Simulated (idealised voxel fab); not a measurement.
A process module follows: voxel transistor to metal.
In the cross-section labelled cut, the width is 150 nm and each square cell is 5 nm.
The cross-sections in this document take the form of a grid made of square cells. They are written out as bands, in order from top to bottom. Each band consists of one or more rows of cells. Top, bottom (nm), then materials left to right with widths (nm); lone material tagged "all across" fills the whole band edge to edge; "blank" = empty space. Height reference: 0 = level under which incoming wafer is all one material. Lowest band: no bottom, runs on downward, e.g. "from 0 down". Width "30->40": first value at the band's top row of cells, second value at its bottom row, equal change from row to row. No cell of the cross-section changed in a step that is given as "nothing altered". For the entry "Entrapped voids", the listed items are empty spaces with no open way to the top whose size is 8 cells or more; each item follows the pattern width x height at distance, where distance is from the left edge and all three are in nm. The remark found on a step's line after its settings is issued by the simulator itself and pertains to that step. "overlay nm", when on a step's line for a step with a mask, measures how far to the right of its planned place the mask lay; a negative measure means to the left.

**These are the steps we planned for the process**
1 RECEIVE: material Si
2 CONFORMAL_DEP: material SiO2, thk nm 5
3 CONFORMAL_DEP: material SiN, thk nm 10
4 PATTERN: tone cover, mask id ACTIVE, material resist, width nm 90, thk nm 15, overlay nm 0
5 DIRECTIONAL_ETCH: etch materials SiN, depth nm 10
6 DIRECTIONAL_ETCH: etch materials SiO2, depth nm 5
7 DIRECTIONAL_ETCH: etch materials Si, depth nm 30
8 STRIP: etch materials resist
9 FILL_DEP: material SiO2, thk nm 5
10 CMP: height nm 15
11 SELECTIVE_ETCH: etch materials SiO2, depth nm 5
12 STRIP: etch materials SiN
13 SELECTIVE_ETCH: etch materials SiO2, depth nm 5
14 OXIDIZE: depth nm 5
15 DIRECTIONAL_DEP: material polySi, thk nm 30
16 DIRECTIONAL_DEP: material SiCN, thk nm 15
17 DIRECTIONAL_DEP: material aC, thk nm 15
18 PATTERN: tone cover, mask id GATE, material resist, width nm 20, thk nm 35, overlay nm 0
19 DIRECTIONAL_ETCH: etch materials aC, depth nm 15
20 STRIP: etch materials resist
21 DIRECTIONAL_ETCH: etch materials SiCN, depth nm 25
22 DIRECTIONAL_ETCH: etch materials polySi, depth nm 40
23 STRIP: etch materials aC
24 CONFORMAL_DEP: material SiN, thk nm 5
25 DIRECTIONAL_ETCH: etch materials SiN, depth nm 5
26 DIRECTIONAL_ETCH: etch materials SiO2, depth nm 5
27 DIRECTIONAL_ETCH: etch materials Si, depth nm 10
28 EPI: material SiGe, thk nm 15
29 FILL_DEP: material SiO2, thk nm 10
30 CMP: height nm 45
31 DIRECTIONAL_DEP: material SiO2, thk nm 15
32 DIRECTIONAL_DEP: material aC, thk nm 15
33 PATTERN: tone open, mask id CONTACT, material resist, width nm 15, pitch nm 65, thk nm 35, overlay nm 0
34 DIRECTIONAL_ETCH: etch materials aC, depth nm 15
35 STRIP: etch materials resist
36 DIRECTIONAL_ETCH: etch materials SiO2, depth nm 60
37 STRIP: etch materials aC
38 CONFORMAL_DEP: material TiN, thk nm 5
39 FILL_DEP: material Ru, thk nm 5
40 CMP: height nm 60
41 CONFORMAL_DEP: material SiN, thk nm 5
42 DIRECTIONAL_DEP: material SiO2, thk nm 25
43 MASKED_ETCH: tone open, mask id METAL_1, width nm 15, pitch nm 65, etch materials SiO2, depth nm 25, overlay nm 0
44 MASKED_ETCH: tone open, mask id METAL_1, width nm 15, pitch nm 65, etch materials SiN, depth nm 5, overlay nm 0
45 CONFORMAL_DEP: material TiN, thk nm 5
46 FILL_DEP: material Ru, thk nm 5
47 CMP: height nm 90
48 CONFORMAL_DEP: material SiCN, thk nm 5

**As received (post step 1): cross-section**
from 0 down  Si all across
Entrapped voids: none

**The first of the two wafers as seen in cross-section once the module was finished; processing followed the plan**
from 95 to 90  SiCN all across
from 90 to 65  SiO2 35  TiN 5  Ru 5  TiN 5  SiO2 50  TiN 5  Ru 5  TiN 5  SiO2 35
from 65 to 60  SiN 35  TiN 15  SiN 50  TiN 15  SiN 35
from 60 to 45  SiO2 35  TiN 5  Ru 5  TiN 5  SiO2 50  TiN 5  Ru 5  TiN 5  SiO2 35
from 45 to 30  SiO2 35  TiN 5  Ru 5  TiN 5  SiO2 10  SiN 5  SiCN 20  SiN 5  SiO2 10  TiN 5  Ru 5  TiN 5  SiO2 35
from 30 to 15  SiO2 35  TiN 5  Ru 5  TiN 5  SiO2 10  SiN 5  polySi 20  SiN 5  SiO2 10  TiN 5  Ru 5  TiN 5  SiO2 35
from 15 to 10  SiO2 35  TiN 15  SiO2 10  SiN 5  polySi 20  SiN 5  SiO2 10  TiN 15  SiO2 35
from 10 to 5  SiO2 35  TiN 10  SiGe 15  SiN 5  polySi 20  SiN 5  SiGe 15  TiN 10  SiO2 35
from 5 to 0  SiO2 25  SiN 5  SiO2 5  TiN 10  SiGe 15  SiN 5  polySi 20  SiN 5  SiGe 15  TiN 10  SiO2 5  SiN 5  SiO2 25
from 0 to -5  SiO2 30  SiGe 30  SiO2 30  SiGe 30  SiO2 30
from -5 to -15  SiO2 30  SiGe 30  Si 30  SiGe 30  SiO2 30
from -15 to -30  SiO2 30  Si 90  SiO2 30
from -30 down  Si all across
Entrapped voids: none

**Cross-sectional view: second of two wafers, end of module; start and plan identical to the first, one mistake in running**
from 95 to 90  SiCN all across
from 90 to 65  SiO2 35  TiN 5  Ru 5  TiN 5  SiO2 50  TiN 5  Ru 5  TiN 5  SiO2 35
from 65 to 60  SiN 35  TiN 15  SiN 50  TiN 15  SiN 35
from 60 to 45  SiO2 35  TiN 5  Ru 5  TiN 5  SiO2 50  TiN 5  Ru 5  TiN 5  SiO2 35
from 45 to 30  SiO2 35  TiN 5  Ru 5  TiN 5  SiO2 10  SiN 5  SiCN 20  SiN 5  SiO2 10  TiN 5  Ru 5  TiN 5  SiO2 35
from 30 to 5  SiO2 35  TiN 5  Ru 5  TiN 5  SiO2 10  SiN 5  polySi 20  SiN 5  SiO2 10  TiN 5  Ru 5  TiN 5  SiO2 35
from 5 to 0  SiO2 25  SiN 5  SiO2 5  TiN 15  SiO2 10  SiN 5  polySi 20  SiN 5  SiO2 10  TiN 15  SiO2 5  SiN 5  SiO2 25
from 0 to -15  SiO2 all across
from -15 to -30  SiO2 30  Si 90  SiO2 30
from -30 down  Si all across
Entrapped voids: none
Short version of what went wrong: step 14 ran with different settings than intended, the actual operation and settings being OXIDIZE: depth nm 15
Final wafer comparison in cells, second versus first, more or fewer per material: Ru: 4 more; Si: 12 fewer; SiGe: 48 fewer; SiO2: 56 more
